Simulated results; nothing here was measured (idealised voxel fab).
Process module in this document: voxel wiring stack
The cross-section on display is named cut; it measures 265 nm wide, and its cells are 5 nm squares.
If you're reading a cross-section in this doc, picture square cells in a grid; it comes to you as bands, top ones listed first down to the bottom, and a band can be one or more rows of cells.
A band entry consists of two parts. The first gives the height of the band's top and the height of its bottom, in nm. The rest lists the band's materials from left to right, each with its width in nm. A single material labelled with the word "throughout" fills the band from edge to edge, and the word "empty" marks empty space.
The level at which height equals 0 is the one under which the wafer, as it arrives, is entirely one material. No lower edge exists for the bottom band, which continues downward and is notated as in "z 0 and below".
A width given as "30 to 40" starts at the first number in the band's top row and ends at the second number in its bottom row, shifting by an equal amount at every step from row to row.
Reading "left unchanged" for a step: not a cell of the cross-section changed in it.
Empty spaces counting at least 8 cells and having no open way to the top are listed in "Sealed void list". The notation width x height at distance is used for each, the distance being from the left edge and all three values in nm.
Note: text after step settings on the step line = simulator remark on that step.
What "overlay nm" on a step's line means: if the step has a mask, that mask lay this far to the right of its planned place, or, when the value is negative, to the left.
Read each pair as before and after one process step. The after cross-section shows only down to the lowest band that changed. The step between them and its settings are given below the pair. Pairs can come from different runs of this module on the same starting wafer. A pair continues from the pair above only where its "Incoming profile" entry says so.
Incoming profile:
* z 45 to 40 | SiCN throughout
* z 40 to 35 | SiCN (45) / Ru (35) / SiCN (10) / Ru (35) / SiCN (10) / Ru (35) / SiCN (10) / Ru (35) / SiCN (50)
* z 35 to 20 | lowk (50) / TiN (5) / Cu (15) / TiN (5) / lowk (20) / TiN (5) / Cu (15) / TiN (5) / lowk (20) / TiN (5) / Cu (15) / TiN (5) / lowk (20) / TiN (5) / Cu (15) / TiN (5) / lowk (55)
* z 20 to 15 | SiN (50) / TiN (25) / SiN (20) / TiN (25) / SiN (20) / TiN (25) / SiN (20) / TiN (25) / SiN (55)
* z 15 to 0 | SiO2 throughout
* z 0 and below | Si throughout
* Sealed void list: none
Resulting Structure:
* z 45 to 40 | SiCN (50) / empty (15) / SiCN (75) / empty (15) / SiCN (110)
* For the remainder of the cross-section, below 40, there is no change.
* Sealed void list: none
Step, before to after (see cross-sections above): MASKED_ETCH with tone open, mask id PLUG_1, width nm 15, pitch nm 90, etch materials SiCN, depth nm 5, overlay nm 0
Incoming profile: Please consult the pair immediately above; the cross-section it shows after its step is the state before this step.
Resulting Structure:
* z 50 to 45 | empty (45) / Ru (25) / empty (65) / Ru (25) / empty (105)
* z 45 to 40 | SiCN (50) / Ru (15) / SiCN (75) / Ru (15) / SiCN (110)
* For the remainder of the cross-section, below 40, there is no change.
* Sealed void list: none
Step, before to after (see cross-sections above): EPI with material Ru, thk nm 10
Incoming profile: Please consult the pair immediately above; the cross-section it shows after its step is the state before this step.
Resulting Structure:
* z 55 to 45 | empty (40) / Ru (35) / empty (55) / Ru (35) / empty (100)
* For the remainder of the cross-section, below 45, there is no change.
* Sealed void list: none
Step, before to after (see cross-sections above): EPI with material Ru, thk nm 5
Incoming profile: Please consult the pair immediately above; the cross-section it shows after its step is the state before this step.
Resulting Structure:
* z 60 to 55 | empty (35) / SiN (45) / empty (45) / SiN (45) / empty (95)
* z 55 to 50 | empty (35) / SiN (5) / Ru (35) / SiN (5) / empty (45) / SiN (5) / Ru (35) / SiN (5) / empty (95)
* z 50 to 45 | SiN (40) / Ru (35) / SiN (55) / Ru (35) / SiN (100)
* For the remainder of the cross-section, below 45, there is no change.
* Sealed void list: none
Step, before to after (see cross-sections above): CONFORMAL_DEP with material SiN, thk nm 5
Incoming profile: Please consult the pair immediately above; the cross-section it shows after its step is the state before this step.
Resulting Structure:
* z 80 to 70 | empty (35) / SiO2 (45) / empty (45) / SiO2 (45) / empty (95)
* z 70 to 60 | SiO2 throughout
* z 60 to 55 | SiO2 (35) / SiN (45) / SiO2 (45) / SiN (45) / SiO2 (95)
* z 55 to 50 | SiO2 (35) / SiN (5) / Ru (35) / SiN (5) / SiO2 (45) / SiN (5) / Ru (35) / SiN (5) / SiO2 (95)
* For the remainder of the cross-section, below 50, there is no change.
* Sealed void list: none
Step, before to after (see cross-sections above): DIRECTIONAL_DEP with material SiO2, thk nm 20
Incoming profile: Please consult the pair immediately above; the cross-section it shows after its step is the state before this step.
Resulting Structure:
* z 80 to 70 | empty (35) / SiO2 (15) / empty (25) / SiO2 (5) / empty (45) / SiO2 (15) / empty (25) / SiO2 (5) / empty (95)
* z 70 to 60 | SiO2 (50) / empty (25) / SiO2 (20) / empty (25) / SiO2 (20) / empty (25) / SiO2 (20) / empty (25) / SiO2 (55)
* z 60 to 55 | SiO2 (35) / SiN (45) / SiO2 (15) / empty (25) / SiO2 (5) / SiN (45) / SiO2 (15) / empty (25) / SiO2 (55)
* z 55 to 50 | SiO2 (35) / SiN (5) / Ru (35) / SiN (5) / SiO2 (15) / empty (25) / SiO2 (5) / SiN (5) / Ru (35) / SiN (5) / SiO2 (15) / empty (25) / SiO2 (55)
* For the remainder of the cross-section, below 50, there is no change.
* Sealed void list: none
Step, before to after (see cross-sections above): MASKED_ETCH with tone open, mask id METAL_2, width nm 25, pitch nm 45, etch materials SiO2, depth nm 20, overlay nm 0
Incoming profile: Please consult the pair immediately above; the cross-section it shows after its step is the state before this step.
Resulting Structure:
* z 80 to 70 | empty (35) / SiO2 (15) / empty (25) / SiO2 (5) / empty (45) / SiO2 (15) / empty (25) / SiO2 (5) / empty (95)
* z 70 to 60 | SiO2 (50) / empty (25) / SiO2 (20) / empty (25) / SiO2 (20) / empty (25) / SiO2 (20) / empty (25) / SiO2 (55)
* z 60 to 55 | SiO2 (35) / SiN (15) / empty (25) / SiN (5) / SiO2 (15) / empty (25) / SiO2 (5) / SiN (15) / empty (25) / SiN (5) / SiO2 (15) / empty (25) / SiO2 (55)
* z 55 to 50 | SiO2 (35) / SiN (5) / Ru (35) / SiN (5) / SiO2 (15) / empty (25) / SiO2 (5) / SiN (5) / Ru (35) / SiN (5) / SiO2 (15) / empty (25) / SiO2 (55)
* z 50 to 45 | SiN (40) / Ru (35) / SiN (20) / empty (25) / SiN (10) / Ru (35) / SiN (20) / empty (25) / SiN (55)
* For the remainder of the cross-section, below 45, there is no change.
* Sealed void list: none
Step, before to after (see cross-sections above): MASKED_ETCH with tone open, mask id METAL_2, width nm 25, pitch nm 45, etch materials SiN, depth nm 5, overlay nm 0
Incoming profile: Please consult the pair immediately above; the cross-section it shows after its step is the state before this step.
Resulting Structure:
* z 85 to 80 | empty (30) / TiN (25) / empty (15) / TiN (15) / empty (35) / TiN (25) / empty (15) / TiN (15) / empty (90)
* z 80 to 75 | empty (30) / TiN (5) / SiO2 (15) / TiN (5) / empty (15) / TiN (5) / SiO2 (5) / TiN (5) / empty (35) / TiN (5) / SiO2 (15) / TiN (5) / empty (15) / TiN (5) / SiO2 (5) / TiN (5) / empty (90)
* z 75 to 70 | TiN (35) / SiO2 (15) / TiN (5) / empty (15) / TiN (5) / SiO2 (5) / TiN (20) / empty (15) / TiN (10) / SiO2 (15) / TiN (5) / empty (15) / TiN (5) / SiO2 (5) / TiN (20) / empty (15) / TiN (60)
* z 70 to 60 | SiO2 (50) / TiN (5) / empty (15) / TiN (5) / SiO2 (20) / TiN (5) / empty (15) / TiN (5) / SiO2 (20) / TiN (5) / empty (15) / TiN (5) / SiO2 (20) / TiN (5) / empty (15) / TiN (5) / SiO2 (55)
* z 60 to 55 | SiO2 (35) / SiN (15) / TiN (25) / SiN (5) / SiO2 (15) / TiN (5) / empty (15) / TiN (5) / SiO2 (5) / SiN (15) / TiN (25) / SiN (5) / SiO2 (15) / TiN (5) / empty (15) / TiN (5) / SiO2 (55)
* z 55 to 50 | SiO2 (35) / SiN (5) / Ru (35) / SiN (5) / SiO2 (15) / TiN (5) / empty (15) / TiN (5) / SiO2 (5) / SiN (5) / Ru (35) / SiN (5) / SiO2 (15) / TiN (5) / empty (15) / TiN (5) / SiO2 (55)
* z 50 to 45 | SiN (40) / Ru (35) / SiN (20) / TiN (25) / SiN (10) / Ru (35) / SiN (20) / TiN (25) / SiN (55)
* For the remainder of the cross-section, below 45, there is no change.
* Sealed void list: none
Step, before to after (see cross-sections above): CONFORMAL_DEP with material TiN, thk nm 5
Incoming profile: Please consult the pair immediately above; the cross-section it shows after its step is the state before this step.
Resulting Structure:
* z 95 to 85 | Cu throughout
* z 85 to 80 | Cu (30) / TiN (25) / Cu (15) / TiN (15) / Cu (35) / TiN (25) / Cu (15) / TiN (15) / Cu (90)
* z 80 to 75 | Cu (30) / TiN (5) / SiO2 (15) / TiN (5) / Cu (15) / TiN (5) / SiO2 (5) / TiN (5) / Cu (35) / TiN (5) / SiO2 (15) / TiN (5) / Cu (15) / TiN (5) / SiO2 (5) / TiN (5) / Cu (90)
* z 75 to 70 | TiN (35) / SiO2 (15) / TiN (5) / Cu (15) / TiN (5) / SiO2 (5) / TiN (20) / Cu (15) / TiN (10) / SiO2 (15) / TiN (5) / Cu (15) / TiN (5) / SiO2 (5) / TiN (20) / Cu (15) / TiN (60)
* z 70 to 60 | SiO2 (50) / TiN (5) / Cu (15) / TiN (5) / SiO2 (20) / TiN (5) / Cu (15) / TiN (5) / SiO2 (20) / TiN (5) / Cu (15) / TiN (5) / SiO2 (20) / TiN (5) / Cu (15) / TiN (5) / SiO2 (55)
* z 60 to 55 | SiO2 (35) / SiN (15) / TiN (25) / SiN (5) / SiO2 (15) / TiN (5) / Cu (15) / TiN (5) / SiO2 (5) / SiN (15) / TiN (25) / SiN (5) / SiO2 (15) / TiN (5) / Cu (15) / TiN (5) / SiO2 (55)
* z 55 to 50 | SiO2 (35) / SiN (5) / Ru (35) / SiN (5) / SiO2 (15) / TiN (5) / Cu (15) / TiN (5) / SiO2 (5) / SiN (5) / Ru (35) / SiN (5) / SiO2 (15) / TiN (5) / Cu (15) / TiN (5) / SiO2 (55)
* For the remainder of the cross-section, below 50, there is no change.
* Sealed void list: none
Step, before to after (see cross-sections above): FILL_DEP with material Cu, thk nm 10
Incoming profile: Please consult the pair immediately above; the cross-section it shows after its step is the state before this step.
Resulting Structure:
* z 80 to 75 | Cu (30) / TiN (5) / SiO2 (15) / TiN (5) / Cu (15) / TiN (5) / SiO2 (5) / TiN (5) / Cu (35) / TiN (5) / SiO2 (15) / TiN (5) / Cu (15) / TiN (5) / SiO2 (5) / TiN (5) / Cu (90)
* For the remainder of the cross-section, below 75, there is no change.
* Sealed void list: none
Step, before to after (see cross-sections above): CMP with height nm 80
Incoming profile: Please consult the pair immediately above; the cross-section it shows after its step is the state before this step.
Resulting Structure:
* z 85 to 80 | SiCN throughout
* For the remainder of the cross-section, below 80, there is no change.
* Sealed void list: none
Step, before to after (see cross-sections above): CONFORMAL_DEP with material SiCN, thk nm 5
Incoming profile: Please consult the pair immediately above; the cross-section it shows after its step is the state before this step.
Resulting Structure:
* z 110 to 85 | SiO2 throughout
* For the remainder of the cross-section, below 85, there is no change.
* Sealed void list: none
Step, before to after (see cross-sections above): DIRECTIONAL_DEP with material SiO2, thk nm 25
Incoming profile: Please consult the pair immediately above; the cross-section it shows after its step is the state before this step.
Resulting Structure:
* z 120 to 110 | aC throughout
* For the remainder of the cross-section, below 110, there is no change.
* Sealed void list: none
Step, before to after (see cross-sections above): DIRECTIONAL_DEP with material aC, thk nm 10
Incoming profile: Please consult the pair immediately above; the cross-section it shows after its step is the state before this step.
Resulting Structure:
* z 150 to 120 | resist (50) / empty (25) / resist (20) / empty (25) / resist (20) / empty (25) / resist (20) / empty (25) / resist (55)
* For the remainder of the cross-section, below 120, there is no change.
* Sealed void list: none
Step, before to after (see cross-sections above): PATTERN with tone open, mask id METAL_3, material resist, width nm 25, pitch nm 45, thk nm 30, overlay nm 0
Incoming profile: Please consult the pair immediately above; the cross-section it shows after its step is the state before this step.
Resulting Structure:
* z 140 to 120 | resist (50) / empty (25) / resist (20) / empty (25) / resist (20) / empty (25) / resist (20) / empty (25) / resist (55)
* z 120 to 110 | aC (50) / empty (25) / aC (20) / empty (25) / aC (20) / empty (25) / aC (20) / empty (25) / aC (55)
* For the remainder of the cross-section, below 110, there is no change.
* Sealed void list: none
Step, before to after (see cross-sections above): DIRECTIONAL_ETCH with etch materials aC, depth nm 10
Incoming profile: Please consult the pair immediately above; the cross-section it shows after its step is the state before this step.
Resulting Structure:
* z 120 to 110 | aC (50) / empty (25) / aC (20) / empty (25) / aC (20) / empty (25) / aC (20) / empty (25) / aC (55)
* For the remainder of the cross-section, below 110, there is no change.
* Sealed void list: none
Step, before to after (see cross-sections above): STRIP with etch materials resist
Incoming profile: Please consult the pair immediately above; the cross-section it shows after its step is the state before this step.
Resulting Structure:
* z 120 to 110 | aC (50) / empty (25) / aC (20) / empty (25) / aC (20) / empty (25) / aC (20) / empty (25) / aC (55)
* z 110 to 95 | SiO2 (50) / empty (25) / SiO2 (20) / empty (25) / SiO2 (20) / empty (25) / SiO2 (20) / empty (25) / SiO2 (55)
* For the remainder of the cross-section, below 95, there is no change.
* Sealed void list: none
Step, before to after (see cross-sections above): DIRECTIONAL_ETCH with etch materials SiO2, depth nm 15
Incoming profile: Please consult the pair immediately above; the cross-section it shows after its step is the state before this step.
Resulting Structure:
* z 110 to 95 | SiO2 (50) / empty (25) / SiO2 (20) / empty (25) / SiO2 (20) / empty (25) / SiO2 (20) / empty (25) / SiO2 (55)
* For the remainder of the cross-section, below 95, there is no change.
* Sealed void list: none
Step, before to after (see cross-sections above): STRIP with etch materials aC
Incoming profile: Please consult the pair immediately above; the cross-section it shows after its step is the state before this step.
Resulting Structure:
* z 120 to 110 | aC (50) / empty (25) / aC (20) / empty (25) / aC (20) / empty (25) / aC (20) / empty (25) / aC (55)
* z 110 to 105 | SiO2 (50) / empty (25) / SiO2 (20) / empty (25) / SiO2 (20) / empty (25) / SiO2 (20) / empty (25) / SiO2 (55)
* z 105 to 95 | SiO2 (50) / aC (25) / SiO2 (20) / aC (25) / SiO2 (20) / aC (25) / SiO2 (20) / aC (25) / SiO2 (55)
* For the remainder of the cross-section, below 95, there is no change.
* Sealed void list: none
Step, before to after (see cross-sections above): DIRECTIONAL_DEP with material aC, thk nm 10
Incoming profile: Please consult the pair immediately above; the cross-section it shows after its step is the state before this step.
Resulting Structure:
* z 150 to 120 | resist (50) / empty (15) / resist (30) / empty (15) / resist (30) / empty (15) / resist (30) / empty (15) / resist (65)
* z 120 to 110 | aC (50) / empty (15) / resist (10) / aC (20) / empty (15) / resist (10) / aC (20) / empty (15) / resist (10) / aC (20) / empty (15) / resist (10) / aC (55)
* z 110 to 105 | SiO2 (50) / empty (15) / resist (10) / SiO2 (20) / empty (15) / resist (10) / SiO2 (20) / empty (15) / resist (10) / SiO2 (20) / empty (15) / resist (10) / SiO2 (55)
* For the remainder of the cross-section, below 105, there is no change.
* Sealed void list: none
Step, before to after (see cross-sections above): PATTERN with tone open, mask id METAL_3_HOLES, material resist, width nm 15, pitch nm 45, thk nm 30, overlay nm 0
Incoming profile: Please consult the pair immediately above; the cross-section it shows after its step is the state before this step.
Resulting Structure:
* z 140 to 120 | resist (50) / empty (15) / resist (30) / empty (15) / resist (30) / empty (15) / resist (30) / empty (15) / resist (65)
* z 120 to 110 | aC (50) / empty (15) / resist (10) / aC (20) / empty (15) / resist (10) / aC (20) / empty (15) / resist (10) / aC (20) / empty (15) / resist (10) / aC (55)
* z 110 to 105 | SiO2 (50) / empty (15) / resist (10) / SiO2 (20) / empty (15) / resist (10) / SiO2 (20) / empty (15) / resist (10) / SiO2 (20) / empty (15) / resist (10) / SiO2 (55)
* z 105 to 95 | SiO2 (50) / empty (15) / aC (10) / SiO2 (20) / empty (15) / aC (10) / SiO2 (20) / empty (15) / aC (10) / SiO2 (20) / empty (15) / aC (10) / SiO2 (55)
* For the remainder of the cross-section, below 95, there is no change.
* Sealed void list: none
Step, before to after (see cross-sections above): DIRECTIONAL_ETCH with etch materials aC, depth nm 10
Incoming profile: Please consult the pair immediately above; the cross-section it shows after its step is the state before this step.
Resulting Structure:
* z 120 to 110 | aC (50) / empty (25) / aC (20) / empty (25) / aC (20) / empty (25) / aC (20) / empty (25) / aC (55)
* z 110 to 105 | SiO2 (50) / empty (25) / SiO2 (20) / empty (25) / SiO2 (20) / empty (25) / SiO2 (20) / empty (25) / SiO2 (55)
* For the remainder of the cross-section, below 105, there is no change.
* Sealed void list: none
Step, before to after (see cross-sections above): STRIP with etch materials resist
Incoming profile: Please consult the pair immediately above; the cross-section it shows after its step is the state before this step.
Resulting Structure:
* z 120 to 110 | aC (50) / empty (25) / aC (20) / empty (25) / aC (20) / empty (25) / aC (20) / empty (25) / aC (55)
* z 110 to 105 | SiO2 (50) / empty (25) / SiO2 (20) / empty (25) / SiO2 (20) / empty (25) / SiO2 (20) / empty (25) / SiO2 (55)
* z 105 to 95 | SiO2 (50) / empty (15) / aC (10) / SiO2 (20) / empty (15) / aC (10) / SiO2 (20) / empty (15) / aC (10) / SiO2 (20) / empty (15) / aC (10) / SiO2 (55)
* z 95 to 85 | SiO2 (50) / empty (15) / SiO2 (30) / empty (15) / SiO2 (30) / empty (15) / SiO2 (30) / empty (15) / SiO2 (65)
* For the remainder of the cross-section, below 85, there is no change.
* Sealed void list: none
Step, before to after (see cross-sections above): DIRECTIONAL_ETCH with etch materials SiO2, depth nm 10
Incoming profile: Please consult the pair immediately above; the cross-section it shows after its step is the state before this step.
Resulting Structure:
* z 120 to 110 | aC (50) / empty (25) / aC (20) / empty (25) / aC (20) / empty (25) / aC (20) / empty (25) / aC (55)
* z 110 to 105 | SiO2 (50) / empty (25) / SiO2 (20) / empty (25) / SiO2 (20) / empty (25) / SiO2 (20) / empty (25) / SiO2 (55)
* z 105 to 95 | SiO2 (50) / empty (15) / aC (10) / SiO2 (20) / empty (15) / aC (10) / SiO2 (20) / empty (15) / aC (10) / SiO2 (20) / empty (15) / aC (10) / SiO2 (55)
* z 95 to 85 | SiO2 (50) / empty (15) / SiO2 (30) / empty (15) / SiO2 (30) / empty (15) / SiO2 (30) / empty (15) / SiO2 (65)
* z 85 to 80 | SiCN (50) / empty (15) / SiCN (30) / empty (15) / SiCN (30) / empty (15) / SiCN (30) / empty (15) / SiCN (65)
* For the remainder of the cross-section, below 80, there is no change.
* Sealed void list: none
Step, before to after (see cross-sections above): DIRECTIONAL_ETCH with etch materials SiCN, depth nm 5
Incoming profile: Please consult the pair immediately above; the cross-section it shows after its step is the state before this step.
Resulting Structure:
* z 110 to 95 | SiO2 (50) / empty (25) / SiO2 (20) / empty (25) / SiO2 (20) / empty (25) / SiO2 (20) / empty (25) / SiO2 (55)
* For the remainder of the cross-section, below 95, there is no change.
* Sealed void list: none
Step, before to after (see cross-sections above): STRIP with etch materials aC
Incoming profile: Please consult the pair immediately above; the cross-section it shows after its step is the state before this step.
Resulting Structure:
* z 115 to 110 | TiN (55) / empty (15) / TiN (30) / empty (15) / TiN (30) / empty (15) / TiN (30) / empty (15) / TiN (60)
* z 110 to 100 | SiO2 (50) / TiN (5) / empty (15) / TiN (5) / SiO2 (20) / TiN (5) / empty (15) / TiN (5) / SiO2 (20) / TiN (5) / empty (15) / TiN (5) / SiO2 (20) / TiN (5) / empty (15) / TiN (5) / SiO2 (55)
* z 100 to 95 | SiO2 (50) / TiN (5) / empty (5) / TiN (15) / SiO2 (20) / TiN (5) / empty (5) / TiN (15) / SiO2 (20) / TiN (5) / empty (5) / TiN (15) / SiO2 (20) / TiN (5) / empty (5) / TiN (15) / SiO2 (55)
* z 95 to 85 | SiO2 (50) / TiN (5) / empty (5) / TiN (5) / SiO2 (30) / TiN (5) / empty (5) / TiN (5) / SiO2 (30) / TiN (5) / empty (5) / TiN (5) / SiO2 (30) / TiN (5) / empty (5) / TiN (5) / SiO2 (65)
* z 85 to 80 | SiCN (50) / TiN (15) / SiCN (30) / TiN (15) / SiCN (30) / TiN (15) / SiCN (30) / TiN (15) / SiCN (65)
* For the remainder of the cross-section, below 80, there is no change.
* Sealed void list: none
Step, before to after (see cross-sections above): CONFORMAL_DEP with material TiN, thk nm 5
Incoming profile: Please consult the pair immediately above; the cross-section it shows after its step is the state before this step.
Resulting Structure:
* z 125 to 115 | Cu throughout
* z 115 to 110 | TiN (55) / Cu (15) / TiN (30) / Cu (15) / TiN (30) / Cu (15) / TiN (30) / Cu (15) / TiN (60)
* z 110 to 100 | SiO2 (50) / TiN (5) / Cu (15) / TiN (5) / SiO2 (20) / TiN (5) / Cu (15) / TiN (5) / SiO2 (20) / TiN (5) / Cu (15) / TiN (5) / SiO2 (20) / TiN (5) / Cu (15) / TiN (5) / SiO2 (55)
* z 100 to 95 | SiO2 (50) / TiN (5) / Cu (5) / TiN (15) / SiO2 (20) / TiN (5) / Cu (5) / TiN (15) / SiO2 (20) / TiN (5) / Cu (5) / TiN (15) / SiO2 (20) / TiN (5) / Cu (5) / TiN (15) / SiO2 (55)
* z 95 to 85 | SiO2 (50) / TiN (5) / Cu (5) / TiN (5) / SiO2 (30) / TiN (5) / Cu (5) / TiN (5) / SiO2 (30) / TiN (5) / Cu (5) / TiN (5) / SiO2 (30) / TiN (5) / Cu (5) / TiN (5) / SiO2 (65)
* For the remainder of the cross-section, below 85, there is no change.
* Sealed void list: none
Step, before to after (see cross-sections above): FILL_DEP with material Cu, thk nm 10
Incoming profile: Please consult the pair immediately above; the cross-section it shows after its step is the state before this step.
Resulting Structure:
* z 110 to 100 | SiO2 (50) / TiN (5) / Cu (15) / TiN (5) / SiO2 (20) / TiN (5) / Cu (15) / TiN (5) / SiO2 (20) / TiN (5) / Cu (15) / TiN (5) / SiO2 (20) / TiN (5) / Cu (15) / TiN (5) / SiO2 (55)
* For the remainder of the cross-section, below 100, there is no change.
* Sealed void list: none
Step, before to after (see cross-sections above): CMP with height nm 110
Incoming profile: Please consult the pair immediately above; the cross-section it shows after its step is the state before this step.
Resulting Structure:
* z 115 to 110 | SiCN throughout
* For the remainder of the cross-section, below 110, there is no change.
* Sealed void list: none
Step, before to after (see cross-sections above): CONFORMAL_DEP with material SiCN, thk nm 5
Incoming profile: Please consult the pair immediately above; the cross-section it shows after its step is the state before this step.
Resulting Structure:
* z 145 to 115 | SiO2 throughout
* For the remainder of the cross-section, below 115, there is no change.
* Sealed void list: none
Step, before to after (see cross-sections above): DIRECTIONAL_DEP with material SiO2, thk nm 30
Incoming profile: Please consult the pair immediately above; the cross-section it shows after its step is the state before this step.
Resulting Structure:
* z 155 to 145 | aC throughout
* For the remainder of the cross-section, below 145, there is no change.
* Sealed void list: none
Step, before to after (see cross-sections above): DIRECTIONAL_DEP with material aC, thk nm 10
Incoming profile: Please consult the pair immediately above; the cross-section it shows after its step is the state before this step.
Resulting Structure:
* z 180 to 155 | resist (50) / empty (15) / resist (75) / empty (15) / resist (110)
* For the remainder of the cross-section, below 155, there is no change.
* Sealed void list: none
Step, before to after (see cross-sections above): PATTERN with tone open, mask id METAL_4_HOLES, material resist, width nm 15, pitch nm 90, thk nm 25, overlay nm 0
Incoming profile: Please consult the pair immediately above; the cross-section it shows after its step is the state before this step.
Resulting Structure:
* z 170 to 155 | resist (50) / empty (15) / resist (75) / empty (15) / resist (110)
* z 155 to 145 | aC (50) / empty (15) / aC (75) / empty (15) / aC (110)
* For the remainder of the cross-section, below 145, there is no change.
* Sealed void list: none
Step, before to after (see cross-sections above): DIRECTIONAL_ETCH with etch materials aC, depth nm 10
Incoming profile: Please consult the pair immediately above; the cross-section it shows after its step is the state before this step.
Resulting Structure:
* z 155 to 145 | aC (50) / empty (15) / aC (75) / empty (15) / aC (110)
* For the remainder of the cross-section, below 145, there is no change.
* Sealed void list: none
Step, before to after (see cross-sections above): STRIP with etch materials resist
Incoming profile: Please consult the pair immediately above; the cross-section it shows after its step is the state before this step.
Resulting Structure:
* z 155 to 145 | aC (50) / empty (15) / aC (75) / empty (15) / aC (110)
* z 145 to 115 | SiO2 (50) / empty (15) / SiO2 (75) / empty (15) / SiO2 (110)
* For the remainder of the cross-section, below 115, there is no change.
* Sealed void list: none
Step, before to after (see cross-sections above): DIRECTIONAL_ETCH with etch materials SiO2, depth nm 30
Incoming profile: Please consult the pair immediately above; the cross-section it shows after its step is the state before this step.
Resulting Structure:
* z 145 to 115 | SiO2 (50) / empty (15) / SiO2 (75) / empty (15) / SiO2 (110)
* For the remainder of the cross-section, below 115, there is no change.
* Sealed void list: none
Step, before to after (see cross-sections above): STRIP with etch materials aC
Incoming profile: Please consult the pair immediately above; the cross-section it shows after its step is the state before this step.
Resulting Structure:
* z 145 to 125 | SiO2 (50) / empty (25) / SiO2 (20) / empty (25) / SiO2 (20) / empty (25) / SiO2 (20) / empty (25) / SiO2 (55)
* For the remainder of the cross-section, below 125, there is no change.
* Sealed void list: none
Step, before to after (see cross-sections above): MASKED_ETCH with tone open, mask id METAL_4, width nm 25, pitch nm 45, etch materials SiO2, depth nm 20, overlay nm 0
Incoming profile: Please consult the pair immediately above; the cross-section it shows after its step is the state before this step.
Resulting Structure:
* z 145 to 125 | SiO2 (50) / empty (25) / SiO2 (20) / empty (25) / SiO2 (20) / empty (25) / SiO2 (20) / empty (25) / SiO2 (55)
* z 125 to 115 | SiO2 (50) / empty (15) / SiO2 (75) / empty (15) / SiO2 (110)
* z 115 to 110 | SiCN (50) / empty (15) / SiCN (75) / empty (15) / SiCN (110)
* For the remainder of the cross-section, below 110, there is no change.
* Sealed void list: none
Step, before to after (see cross-sections above): MASKED_ETCH with tone open, mask id METAL_4, width nm 25, pitch nm 45, etch materials SiCN, depth nm 5, overlay nm 0
Incoming profile: Please consult the pair immediately above; the cross-section it shows after its step is the state before this step.
Resulting Structure:
* z 150 to 145 | TiN (55) / empty (15) / TiN (30) / empty (15) / TiN (30) / empty (15) / TiN (30) / empty (15) / TiN (60)
* z 145 to 130 | SiO2 (50) / TiN (5) / empty (15) / TiN (5) / SiO2 (20) / TiN (5) / empty (15) / TiN (5) / SiO2 (20) / TiN (5) / empty (15) / TiN (5) / SiO2 (20) / TiN (5) / empty (15) / TiN (5) / SiO2 (55)
* z 130 to 125 | SiO2 (50) / TiN (5) / empty (5) / TiN (15) / SiO2 (20) / TiN (25) / SiO2 (20) / TiN (5) / empty (5) / TiN (15) / SiO2 (20) / TiN (25) / SiO2 (55)
* z 125 to 115 | SiO2 (50) / TiN (5) / empty (5) / TiN (5) / SiO2 (75) / TiN (5) / empty (5) / TiN (5) / SiO2 (110)
* z 115 to 110 | SiCN (50) / TiN (15) / SiCN (75) / TiN (15) / SiCN (110)
* For the remainder of the cross-section, below 110, there is no change.
* Sealed void list: none
Step, before to after (see cross-sections above): CONFORMAL_DEP with material TiN, thk nm 5
Incoming profile: Please consult the pair immediately above; the cross-section it shows after its step is the state before this step.
Resulting Structure:
* z 160 to 150 | Ru throughout
* z 150 to 145 | TiN (55) / Ru (15) / TiN (30) / Ru (15) / TiN (30) / Ru (15) / TiN (30) / Ru (15) / TiN (60)
* z 145 to 130 | SiO2 (50) / TiN (5) / Ru (15) / TiN (5) / SiO2 (20) / TiN (5) / Ru (15) / TiN (5) / SiO2 (20) / TiN (5) / Ru (15) / TiN (5) / SiO2 (20) / TiN (5) / Ru (15) / TiN (5) / SiO2 (55)
* z 130 to 125 | SiO2 (50) / TiN (5) / Ru (5) / TiN (15) / SiO2 (20) / TiN (25) / SiO2 (20) / TiN (5) / Ru (5) / TiN (15) / SiO2 (20) / TiN (25) / SiO2 (55)
* z 125 to 115 | SiO2 (50) / TiN (5) / Ru (5) / TiN (5) / SiO2 (75) / TiN (5) / Ru (5) / TiN (5) / SiO2 (110)
* For the remainder of the cross-section, below 115, there is no change.
* Sealed void list: none
Step, before to after (see cross-sections above): FILL_DEP with material Ru, thk nm 10
Incoming profile: Please consult the pair immediately above; the cross-section it shows after its step is the state before this step.
Resulting Structure:
* z 145 to 130 | SiO2 (50) / TiN (5) / Ru (15) / TiN (5) / SiO2 (20) / TiN (5) / Ru (15) / TiN (5) / SiO2 (20) / TiN (5) / Ru (15) / TiN (5) / SiO2 (20) / TiN (5) / Ru (15) / TiN (5) / SiO2 (55)
* For the remainder of the cross-section, below 130, there is no change.
* Sealed void list: none
Step, before to after (see cross-sections above): CMP with height nm 145
Incoming profile: Please consult the pair immediately above; the cross-section it shows after its step is the state before this step.
Resulting Structure:
* z 150 to 145 | SiCN throughout
* For the remainder of the cross-section, below 145, there is no change.
* Sealed void list: none
Step, before to after (see cross-sections above): CONFORMAL_DEP with material SiCN, thk nm 5
Incoming profile:
* z 55 to 50 | SiO2 (50) / empty (15) / SiO2 (75) / empty (15) / SiO2 (110)
* z 50 to 45 | SiO2 (50) / Ru (15) / SiO2 (75) / Ru (15) / SiO2 (110)
* z 45 to 40 | SiCN (50) / Ru (15) / SiCN (75) / Ru (15) / SiCN (110)
* z 40 to 35 | SiCN (45) / Ru (35) / SiCN (10) / Ru (35) / SiCN (10) / Ru (35) / SiCN (10) / Ru (35) / SiCN (50)
* z 35 to 20 | lowk (50) / TiN (5) / Cu (15) / TiN (5) / lowk (20) / TiN (5) / Cu (15) / TiN (5) / lowk (20) / TiN (5) / Cu (15) / TiN (5) / lowk (20) / TiN (5) / Cu (15) / TiN (5) / lowk (55)
* z 20 to 15 | SiN (50) / TiN (25) / SiN (20) / TiN (25) / SiN (20) / TiN (25) / SiN (20) / TiN (25) / SiN (55)
* z 15 to 0 | SiO2 throughout
* z 0 and below | Si throughout
* Sealed void list: none
Resulting Structure:
* z 60 to 55 | empty (45) / Ru (25) / empty (65) / Ru (25) / empty (105)
* z 55 to 45 | SiO2 (50) / Ru (15) / SiO2 (75) / Ru (15) / SiO2 (110)
* For the remainder of the cross-section, below 45, there is no change.
* Sealed void list: none
Step, before to after (see cross-sections above): EPI with material Ru, thk nm 10
Incoming profile: Please consult the pair immediately above; the cross-section it shows after its step is the state before this step.
Resulting Structure:
* z 65 to 55 | empty (40) / Ru (35) / empty (55) / Ru (35) / empty (100)
* For the remainder of the cross-section, below 55, there is no change.
* Sealed void list: none
Step, before to after (see cross-sections above): EPI with material Ru, thk nm 5
